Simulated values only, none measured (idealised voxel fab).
Presented below is a process module, voxel wiring stack.
Pictured: cross-section cut, 200 nm wide, on a grid of 5 nm square cells.
A cross-section is written here as square cells arranged in a grid, and it is given in bands from the top down, each band taking up one or more rows of cells.
It is stipulated that each band's entry specify, in nanometres, the height of the top of the band and then that of its bottom, followed by the materials of the band in left-to-right sequence, each together with its width in nanometres. A single material marked by the word "all across" is understood to fill the band from edge to edge; the word "empty" is understood to denote empty space.
Measure heights from 0. That's the level where, below it, the as-received wafer is all one material. The lowest band is bottomless and extends downward; write it as in "0..down".
Width "30..40": first value at the band's top row of cells, second value at its bottom row, equal change from row to row.
Given "stayed the same" for a step, no cell of the cross-section differs between before and after that step.
If an empty space has no open way to the top and is at least 8 cells in size, "Closed void roster" lists it, written width x height at distance, where distance is measured from the left edge and every value is in nm.
Where a step's line continues beyond its settings, the continuation is a remark by the simulator itself on that step.
The setting "overlay nm" may be written on the line of a step. When the step uses a mask, the value reports how far to the right of the planned place the mask lay, and a negative value reports that it lay to the left.

These are the steps we planned for the process:
1) RECEIVE (material Si)
2) CONFORMAL_DEP (material SiO2; thk nm 10)
3) DIRECTIONAL_DEP (material TiN; thk nm 5)
4) DIRECTIONAL_DEP (material W; thk nm 15)
5) DIRECTIONAL_DEP (material aC; thk nm 10)
6) PATTERN (tone cover; mask id METAL_1; material resist; width nm 30; pitch nm 60; thk nm 25; overlay nm 0)
7) DIRECTIONAL_ETCH (etch materials aC; depth nm 10)
8) STRIP (etch materials resist)
9) DIRECTIONAL_ETCH (etch materials W; depth nm 15)
10) DIRECTIONAL_ETCH (etch materials TiN; depth nm 5)
11) STRIP (etch materials aC)
12) FILL_DEP (material lowk; thk nm 10)
13) CMP (height nm 30)
14) CONFORMAL_DEP (material SiCN; thk nm 5)
15) DIRECTIONAL_DEP (material SiO2; thk nm 30)
16) MASKED_ETCH (tone open; mask id METAL_2_HOLES; width nm 15; pitch nm 120; etch materials SiO2; depth nm 30; overlay nm 0)
17) MASKED_ETCH (tone open; mask id METAL_2; width nm 30; pitch nm 60; etch materials SiO2; depth nm 15; overlay nm 0)
18) MASKED_ETCH (tone open; mask id METAL_2; width nm 30; pitch nm 60; etch materials SiCN; depth nm 5; overlay nm 0)
19) CONFORMAL_DEP (material TiN; thk nm 5)
20) FILL_DEP (material Ru; thk nm 5)
21) CMP (height nm 65)
22) CONFORMAL_DEP (material SiCN; thk nm 5)
23) DIRECTIONAL_DEP (material SiO2; thk nm 15)
24) MASKED_ETCH (tone open; mask id PLUG_2; width nm 15; pitch nm 60; etch materials SiO2; depth nm 15; overlay nm 0)
25) MASKED_ETCH (tone open; mask id PLUG_2; width nm 15; pitch nm 60; etch materials SiCN; depth nm 5; overlay nm 0)
26) EPI (material Ru; thk nm 10)
27) EPI (material Ru; thk nm 10)
28) CONFORMAL_DEP (material SiN; thk nm 5)
29) DIRECTIONAL_DEP (material SiO2; thk nm 25)
30) PATTERN (tone open; mask id METAL_3; material resist; width nm 30; pitch nm 60; thk nm 20; overlay nm 0)
31) DIRECTIONAL_ETCH (etch materials SiO2; depth nm 25)
32) DIRECTIONAL_ETCH (etch materials SiN; depth nm 5)
33) STRIP (etch materials resist)
34) CONFORMAL_DEP (material TiN; thk nm 5)
35) FILL_DEP (material Ru; thk nm 5)
36) CMP (height nm 115)
37) CONFORMAL_DEP (material SiN; thk nm 5)

Cross-section, incoming material, after step 1:
> 0..down = Si all across
> Closed void roster: none

End-of-module cross-section of the first of two wafers, processed as planned:
> 120..115 = SiN all across
> 115..90 = SiO2=25  TiN=5  Ru=20  TiN=5  SiO2=30  TiN=5  Ru=20  TiN=5  SiO2=30  TiN=5  Ru=20  TiN=5  SiO2=25
> 90..85 = SiN=25  TiN=30  SiN=30  TiN=30  SiN=30  TiN=30  SiN=25
> 85..70 = SiO2=25  Ru=15  SiO2=45  Ru=15  SiO2=45  Ru=15  SiO2=40
> 70..65 = SiCN=25  Ru=15  SiCN=45  Ru=15  SiCN=45  Ru=15  SiCN=40
> 65..55 = SiO2=25  TiN=5  Ru=20  TiN=5  SiO2=30  TiN=5  Ru=20  TiN=5  SiO2=30  TiN=5  Ru=20  TiN=5  SiO2=25
> 55..50 = SiO2=25  TiN=5  Ru=5  TiN=20  SiO2=30  TiN=30  SiO2=30  TiN=5  Ru=5  TiN=20  SiO2=25
> 50..35 = SiO2=25  TiN=5  Ru=5  TiN=5  SiO2=105  TiN=5  Ru=5  TiN=5  SiO2=40
> 35..30 = SiCN=25  TiN=15  SiCN=105  TiN=15  SiCN=40
> 30..15 = lowk=25  W=30  lowk=30  W=30  lowk=30  W=30  lowk=25
> 15..10 = lowk=25  TiN=30  lowk=30  TiN=30  lowk=30  TiN=30  lowk=25
> 10..0 = SiO2 all across
> 0..down = Si all across
> Closed void roster: none

Second wafer at the end: like start, like plan, one mistake:
> 120..115 = SiN all across
> 115..90 = SiO2=25  TiN=5  Ru=20  TiN=5  SiO2=30  TiN=5  Ru=20  TiN=5  SiO2=30  TiN=5  Ru=20  TiN=5  SiO2=25
> 90..85 = SiN=25  TiN=30  SiN=30  TiN=30  SiN=30  TiN=30  SiN=25
> 85..70 = SiO2=25  Ru=15  SiO2=45  Ru=15  SiO2=45  Ru=15  SiO2=40
> 70..65 = SiCN=25  Ru=15  SiCN=45  Ru=15  SiCN=45  Ru=15  SiCN=40
> 65..55 = SiO2=25  TiN=5  Ru=15  TiN=5  SiO2=40  TiN=5  Ru=10  TiN=5  SiO2=35  TiN=5  Ru=15  TiN=5  SiO2=30
> 55..50 = SiO2=25  TiN=5  Ru=5  TiN=15  SiO2=40  TiN=20  SiO2=35  TiN=5  Ru=5  TiN=15  SiO2=30
> 50..35 = SiO2=25  TiN=5  Ru=5  TiN=5  SiO2=105  TiN=5  Ru=5  TiN=5  SiO2=40
> 35..30 = SiCN=25  TiN=15  SiCN=105  TiN=15  SiCN=40
> 30..15 = lowk=25  W=30  lowk=30  W=30  lowk=30  W=30  lowk=25
> 15..10 = lowk=25  TiN=30  lowk=30  TiN=30  lowk=30  TiN=30  lowk=25
> 10..0 = SiO2 all across
> 0..down = Si all across
> Closed void roster: none
What broke from the plan during processing? planned and actual differ for step 17; actual: MASKED_ETCH (tone open; mask id METAL_2; width nm 20; pitch nm 60; etch materials SiO2; depth nm 15; overlay nm 0)
FYI, end of process, the second wafer has more or fewer cells of some materials than the first: Ru: 8 fewer | SiO2: 12 more | TiN: 4 fewer
